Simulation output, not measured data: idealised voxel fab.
Module name: voxel wiring stack (process module)
Displayed cross-section: cut, width of 290 nm, square cells sized 5 nm.
Think of the cross-section as a grid of square cells. We describe it in bands, top to bottom, and each band covers one or more rows of those cells. Read a band's entry like this: the first values are the height of its top and the height of its bottom in nm, and what follows is the sequence of materials from left to right, each with its width in nm. Note that "air" is empty space, and that a single material marked "full width" reaches across the band from edge to edge. Convention: height 0 is the level below which the wafer, as received, is all one material. The lowest band does not terminate at the bottom but continues downward, represented as "0 -> down". The notation "30..40" denotes a width that varies across the rows of cells in the band, beginning at the first number in the top row, finishing at the second number in the bottom row, and changing by an identical amount from each row to the next. Given "no alterations made" for a step, no cell of the cross-section differs between before and after that step. This entry, "Closed void roster", enumerates those empty regions of no fewer than 8 cells that possess no open connection to the top. Each region is reported in the form width x height at distance, the distance being taken from the left edge, with all three quantities expressed in nm. Anything after a step's settings on that line? It's the simulator's own note about the step. "overlay nm" answers the question of how far to the right of plan the mask lay on a step that has a mask, and when it is negative the answer is to the left.

Planned step list for the process:
- 1: RECEIVE,material Si
- 2: CONFORMAL_DEP,material SiO2,thk nm 10
- 3: DIRECTIONAL_DEP,material TiN,thk nm 5
- 4: DIRECTIONAL_DEP,material W,thk nm 20
- 5: MASKED_ETCH,tone cover,mask id METAL_1,width nm 25,pitch nm 45,etch materials W,depth nm 20,overlay nm 0
- 6: MASKED_ETCH,tone cover,mask id METAL_1,width nm 25,pitch nm 45,etch materials TiN,depth nm 5,overlay nm 0
- 7: FILL_DEP,material lowk,thk nm 5
- 8: CMP,height nm 35
- 9: CONFORMAL_DEP,material SiCN,thk nm 5
- 10: DIRECTIONAL_DEP,material lowk,thk nm 30
- 11: DIRECTIONAL_DEP,material aC,thk nm 10
- 12: PATTERN,tone open,mask id METAL_2_HOLES,material resist,width nm 15,thk nm 30,overlay nm 0
- 13: DIRECTIONAL_ETCH,etch materials aC,depth nm 5
- 14: STRIP,etch materials resist
- 15: DIRECTIONAL_ETCH,etch materials lowk,depth nm 30
- 16: STRIP,etch materials aC
- 17: MASKED_ETCH,tone open,mask id METAL_2,width nm 25,pitch nm 45,etch materials lowk,depth nm 15,overlay nm 0
- 18: MASKED_ETCH,tone open,mask id METAL_2,width nm 25,pitch nm 45,etch materials SiCN,depth nm 5,overlay nm 0
- 19: CONFORMAL_DEP,material TiN,thk nm 5
- 20: FILL_DEP,material Ru,thk nm 10
- 21: CMP,height nm 70
- 22: CONFORMAL_DEP,material SiN,thk nm 5
Don't read the plan's depth nm for step 13 as applying to every wafer: that's the first wafer's value, and the wafers differ in it, though they all start identical.

Sectional view: first of several wafers, as received, after step 1:
- 0 -> down = Si full width
- Closed void roster: none

Per wafer (row), end of module: delta in cells per material since receipt, (+) for gained, (-) for lost; closed voids after that:
depth nm 5, +12 Ru, +58 SiCN, +58 SiN, +116 SiO2, +28 TiN, +40 W, +558 lowk, Closed void roster: none
depth nm 10, +16 Ru, +55 SiCN, +58 SiN, +116 SiO2, +36 TiN, +40 W, +549 lowk, Closed void roster: none
depth nm 15, +16 Ru, +55 SiCN, +58 SiN, +116 SiO2, +36 TiN, +40 W, +549 lowk, Closed void roster: none
depth nm 20, +16 Ru, +55 SiCN, +58 SiN, +116 SiO2, +36 TiN, +40 W, +549 lowk, Closed void roster: none
depth nm 25, +16 Ru, +55 SiCN, +58 SiN, +116 SiO2, +36 TiN, +40 W, +549 lowk, Closed void roster: none
